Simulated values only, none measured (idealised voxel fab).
This section sets out a process module, namely voxel self aligned vias.
It is cross-section cut that appears here, measuring 185 nm in width, its square cells being 5 nm in size.
Cross-section layout: square cells on a grid; listed as bands, top to bottom; a band spans one or more cell rows.
Basically the band line says how high the top is and how high the bottom is, in nm, and then what's in it from left to right, every material with its width in nm. Empty space shows up as "empty", and if a single material carries "edge to edge" it runs the full band edge to edge.
Heights are measured from 0, the level below which the as-received wafer is all one material; the lowest band has no bottom and continues downward, written as in "0..down".
You'd read "30 to 40" like this: the band's top row of cells is as wide as the first number, its bottom row is as wide as the second, and going down, every row changes width by the same amount as the row before did.
You'll sometimes find "same as before" written for a step, and that's the way of saying that nowhere in the cross-section did a cell change during that step.
Under "Closed void roster" you'll find the enclosed gaps, the ones with no way out to the top, that are 8 cells or bigger; each reads width x height at distance, with distance counted from the left edge, everything in nm.
Read whatever lies past the settings on a step's line as the simulator's own remark about the step.
The "overlay nm" setting may appear on a step's line; for a step that uses a mask, it gives how far to the right of its planned position the mask lay, and a negative value indicates the left.

## Process steps - plan
1: RECEIVE, material Si
2: CONFORMAL_DEP, material SiO2, thk nm 15
3: CONFORMAL_DEP, material SiCN, thk nm 5
4: DIRECTIONAL_DEP, material SiO2, thk nm 20
5: DIRECTIONAL_DEP, material aC, thk nm 15
6: PATTERN, tone open, mask id LINES, material resist, width nm 20, pitch nm 70, thk nm 35, overlay nm 0
7: DIRECTIONAL_ETCH, etch materials aC, depth nm 15
8: STRIP, etch materials resist
9: DIRECTIONAL_ETCH, etch materials SiO2, depth nm 20
10: STRIP, etch materials aC
11: CONFORMAL_DEP, material TiN, thk nm 5
12: FILL_DEP, material W, thk nm 5
13: CMP, height nm 40
14: SELECTIVE_ETCH, etch materials W Ru TiN, depth nm 5
15: FILL_DEP, material SiN, thk nm 5
16: CMP, height nm 40
17: DIRECTIONAL_DEP, material SiO2, thk nm 20
18: DIRECTIONAL_DEP, material aC, thk nm 15
19: PATTERN, tone open, mask id VIAS, material resist, width nm 40, thk nm 30, overlay nm 0
20: DIRECTIONAL_ETCH, etch materials aC, depth nm 15
21: STRIP, etch materials resist
22: DIRECTIONAL_ETCH, etch materials SiO2, depth nm 20
23: DIRECTIONAL_ETCH, etch materials SiN, depth nm 5
24: STRIP, etch materials aC
25: CONFORMAL_DEP, material TiN, thk nm 5
26: FILL_DEP, material Cu, thk nm 5
27: CMP, height nm 60
28: CONFORMAL_DEP, material SiCN, thk nm 5

## So, the first of our two wafers, run just as we planned it

## This is the cross-section of the wafer as we received it, i.e. after step 1
0..down: Si edge to edge
Closed void roster: none

## Upon completion of step 2, the wafer appears in cross-section as shown
15..0: SiO2 edge to edge
No changes below 0.

## Upon completion of step 3, the wafer appears in cross-section as shown
20..15: SiCN edge to edge
No changes below 15.

## Upon completion of step 4, the wafer appears in cross-section as shown
40..20: SiO2 edge to edge
No changes below 20.

## Upon completion of step 5, the wafer appears in cross-section as shown
55..40: aC edge to edge
No changes below 40.

## Upon completion of step 6, the wafer appears in cross-section as shown
90..55: 45 of resist; 20 of empty; 50 of resist; 20 of empty; 50 of resist
No changes below 55.

## Upon completion of step 7, the wafer appears in cross-section as shown
75..55: 45 of resist; 20 of empty; 50 of resist; 20 of empty; 50 of resist
55..40: 45 of aC; 20 of empty; 50 of aC; 20 of empty; 50 of aC
No changes below 40.

## Upon completion of step 8, the wafer appears in cross-section as shown
55..40: 45 of aC; 20 of empty; 50 of aC; 20 of empty; 50 of aC
No changes below 40.

## Upon completion of step 9, the wafer appears in cross-section as shown
55..40: 45 of aC; 20 of empty; 50 of aC; 20 of empty; 50 of aC
40..20: 45 of SiO2; 20 of empty; 50 of SiO2; 20 of empty; 50 of SiO2
No changes below 20.

## Upon completion of step 10, the wafer appears in cross-section as shown
40..20: 45 of SiO2; 20 of empty; 50 of SiO2; 20 of empty; 50 of SiO2
No changes below 20.

## Upon completion of step 11, the wafer appears in cross-section as shown
45..40: 50 of TiN; 10 of empty; 60 of TiN; 10 of empty; 55 of TiN
40..25: 45 of SiO2; 5 of TiN; 10 of empty; 5 of TiN; 50 of SiO2; 5 of TiN; 10 of empty; 5 of TiN; 50 of SiO2
25..20: 45 of SiO2; 20 of TiN; 50 of SiO2; 20 of TiN; 50 of SiO2
No changes below 20.

## Upon completion of step 12, the wafer appears in cross-section as shown
50..45: W edge to edge
45..40: 50 of TiN; 10 of W; 60 of TiN; 10 of W; 55 of TiN
40..25: 45 of SiO2; 5 of TiN; 10 of W; 5 of TiN; 50 of SiO2; 5 of TiN; 10 of W; 5 of TiN; 50 of SiO2
No changes below 25.

## Upon completion of step 13, the wafer appears in cross-section as shown
40..25: 45 of SiO2; 5 of TiN; 10 of W; 5 of TiN; 50 of SiO2; 5 of TiN; 10 of W; 5 of TiN; 50 of SiO2
No changes below 25.

## Upon completion of step 14, the wafer appears in cross-section as shown
40..35: 45 of SiO2; 20 of empty; 50 of SiO2; 20 of empty; 50 of SiO2
No changes below 35.

## Upon completion of step 15, the wafer appears in cross-section as shown
45..40: SiN edge to edge
40..35: 45 of SiO2; 20 of SiN; 50 of SiO2; 20 of SiN; 50 of SiO2
No changes below 35.

## Upon completion of step 16, the wafer appears in cross-section as shown
40..35: 45 of SiO2; 20 of SiN; 50 of SiO2; 20 of SiN; 50 of SiO2
No changes below 35.

## Upon completion of step 17, the wafer appears in cross-section as shown
60..40: SiO2 edge to edge
No changes below 40.

## Upon completion of step 18, the wafer appears in cross-section as shown
75..60: aC edge to edge
No changes below 60.

## Upon completion of step 19, the wafer appears in cross-section as shown
105..75: 35 of resist; 40 of empty; 110 of resist
No changes below 75.

## Upon completion of step 20, the wafer appears in cross-section as shown
90..75: 35 of resist; 40 of empty; 110 of resist
75..60: 35 of aC; 40 of empty; 110 of aC
No changes below 60.

## Upon completion of step 21, the wafer appears in cross-section as shown
75..60: 35 of aC; 40 of empty; 110 of aC
No changes below 60.

## Upon completion of step 22, the wafer appears in cross-section as shown
75..60: 35 of aC; 40 of empty; 110 of aC
60..40: 35 of SiO2; 40 of empty; 110 of SiO2
No changes below 40.

## Upon completion of step 23, the wafer appears in cross-section as shown
75..60: 35 of aC; 40 of empty; 110 of aC
60..40: 35 of SiO2; 40 of empty; 110 of SiO2
40..35: 45 of SiO2; 20 of empty; 50 of SiO2; 20 of SiN; 50 of SiO2
No changes below 35.

## Upon completion of step 24, the wafer appears in cross-section as shown
60..40: 35 of SiO2; 40 of empty; 110 of SiO2
No changes below 40.

## Upon completion of step 25, the wafer appears in cross-section as shown
65..60: 40 of TiN; 30 of empty; 115 of TiN
60..45: 35 of SiO2; 5 of TiN; 30 of empty; 5 of TiN; 110 of SiO2
45..40: 35 of SiO2; 15 of TiN; 10 of empty; 15 of TiN; 110 of SiO2
40..35: 45 of SiO2; 20 of TiN; 50 of SiO2; 20 of SiN; 50 of SiO2
No changes below 35.

## Upon completion of step 26, the wafer appears in cross-section as shown
70..65: Cu edge to edge
65..60: 40 of TiN; 30 of Cu; 115 of TiN
60..45: 35 of SiO2; 5 of TiN; 30 of Cu; 5 of TiN; 110 of SiO2
45..40: 35 of SiO2; 15 of TiN; 10 of Cu; 15 of TiN; 110 of SiO2
No changes below 40.

## Upon completion of step 27, the wafer appears in cross-section as shown
60..45: 35 of SiO2; 5 of TiN; 30 of Cu; 5 of TiN; 110 of SiO2
No changes below 45.

## Upon completion of step 28, the wafer appears in cross-section as shown
65..60: SiCN edge to edge
No changes below 60.

## Companion wafer, the second of two: same beginning, same intended sequence, one mistake in carrying it out; through step 2 inclusive it tracks the first exactly

## The second wafer cut through, at the time step 3 was supposed to be finished
20..15: TiN edge to edge
No changes below 15.

## The second wafer cut through, at the time step 4 was supposed to be finished
40..20: SiO2 edge to edge
No changes below 20.

## The second wafer cut through, at the time step 5 was supposed to be finished
55..40: aC edge to edge
No changes below 40.

## The second wafer cut through, at the time step 6 was supposed to be finished
90..55: 45 of resist; 20 of empty; 50 of resist; 20 of empty; 50 of resist
No changes below 55.

## The second wafer cut through, at the time step 7 was supposed to be finished
75..55: 45 of resist; 20 of empty; 50 of resist; 20 of empty; 50 of resist
55..40: 45 of aC; 20 of empty; 50 of aC; 20 of empty; 50 of aC
No changes below 40.

## The second wafer cut through, at the time step 8 was supposed to be finished
55..40: 45 of aC; 20 of empty; 50 of aC; 20 of empty; 50 of aC
No changes below 40.

## The second wafer cut through, at the time step 9 was supposed to be finished
55..40: 45 of aC; 20 of empty; 50 of aC; 20 of empty; 50 of aC
40..20: 45 of SiO2; 20 of empty; 50 of SiO2; 20 of empty; 50 of SiO2
No changes below 20.

## The second wafer cut through, at the time step 10 was supposed to be finished
40..20: 45 of SiO2; 20 of empty; 50 of SiO2; 20 of empty; 50 of SiO2
No changes below 20.

## The second wafer cut through, at the time step 11 was supposed to be finished
45..40: 50 of TiN; 10 of empty; 60 of TiN; 10 of empty; 55 of TiN
40..25: 45 of SiO2; 5 of TiN; 10 of empty; 5 of TiN; 50 of SiO2; 5 of TiN; 10 of empty; 5 of TiN; 50 of SiO2
25..20: 45 of SiO2; 20 of TiN; 50 of SiO2; 20 of TiN; 50 of SiO2
No changes below 20.

## The second wafer cut through, at the time step 12 was supposed to be finished
50..45: W edge to edge
45..40: 50 of TiN; 10 of W; 60 of TiN; 10 of W; 55 of TiN
40..25: 45 of SiO2; 5 of TiN; 10 of W; 5 of TiN; 50 of SiO2; 5 of TiN; 10 of W; 5 of TiN; 50 of SiO2
No changes below 25.

## The second wafer cut through, at the time step 13 was supposed to be finished
40..25: 45 of SiO2; 5 of TiN; 10 of W; 5 of TiN; 50 of SiO2; 5 of TiN; 10 of W; 5 of TiN; 50 of SiO2
No changes below 25.

## The second wafer cut through, at the time step 14 was supposed to be finished
40..35: 45 of SiO2; 20 of empty; 50 of SiO2; 20 of empty; 50 of SiO2
No changes below 35.

## The second wafer cut through, at the time step 15 was supposed to be finished
45..40: SiN edge to edge
40..35: 45 of SiO2; 20 of SiN; 50 of SiO2; 20 of SiN; 50 of SiO2
No changes below 35.

## The second wafer cut through, at the time step 16 was supposed to be finished
40..35: 45 of SiO2; 20 of SiN; 50 of SiO2; 20 of SiN; 50 of SiO2
No changes below 35.

## The second wafer cut through, at the time step 17 was supposed to be finished
60..40: SiO2 edge to edge
No changes below 40.

## The second wafer cut through, at the time step 18 was supposed to be finished
75..60: aC edge to edge
No changes below 60.

## The second wafer cut through, at the time step 19 was supposed to be finished
105..75: 35 of resist; 40 of empty; 110 of resist
No changes below 75.

## The second wafer cut through, at the time step 20 was supposed to be finished
90..75: 35 of resist; 40 of empty; 110 of resist
75..60: 35 of aC; 40 of empty; 110 of aC
No changes below 60.

## The second wafer cut through, at the time step 21 was supposed to be finished
75..60: 35 of aC; 40 of empty; 110 of aC
No changes below 60.

## The second wafer cut through, at the time step 22 was supposed to be finished
75..60: 35 of aC; 40 of empty; 110 of aC
60..40: 35 of SiO2; 40 of empty; 110 of SiO2
No changes below 40.

## The second wafer cut through, at the time step 23 was supposed to be finished
75..60: 35 of aC; 40 of empty; 110 of aC
60..40: 35 of SiO2; 40 of empty; 110 of SiO2
40..35: 45 of SiO2; 20 of empty; 50 of SiO2; 20 of SiN; 50 of SiO2
No changes below 35.

## The second wafer cut through, at the time step 24 was supposed to be finished
60..40: 35 of SiO2; 40 of empty; 110 of SiO2
No changes below 40.

## The second wafer cut through, at the time step 25 was supposed to be finished
65..60: 40 of TiN; 30 of empty; 115 of TiN
60..45: 35 of SiO2; 5 of TiN; 30 of empty; 5 of TiN; 110 of SiO2
45..40: 35 of SiO2; 15 of TiN; 10 of empty; 15 of TiN; 110 of SiO2
40..35: 45 of SiO2; 20 of TiN; 50 of SiO2; 20 of SiN; 50 of SiO2
No changes below 35.

## The second wafer cut through, at the time step 26 was supposed to be finished
70..65: Cu edge to edge
65..60: 40 of TiN; 30 of Cu; 115 of TiN
60..45: 35 of SiO2; 5 of TiN; 30 of Cu; 5 of TiN; 110 of SiO2
45..40: 35 of SiO2; 15 of TiN; 10 of Cu; 15 of TiN; 110 of SiO2
No changes below 40.

## The second wafer cut through, at the time step 27 was supposed to be finished
60..45: 35 of SiO2; 5 of TiN; 30 of Cu; 5 of TiN; 110 of SiO2
No changes below 45.

## The second wafer cut through, at the time step 28 was supposed to be finished
65..60: SiCN edge to edge
No changes below 60.
Deviation from plan: step 3, actual vs plan mismatch, actual run CONFORMAL_DEP, material TiN, thk nm 5
Heads up, by the end the second wafer has more or fewer cells of some materials compared to the first: 37 fewer of SiCN; 37 more of TiN
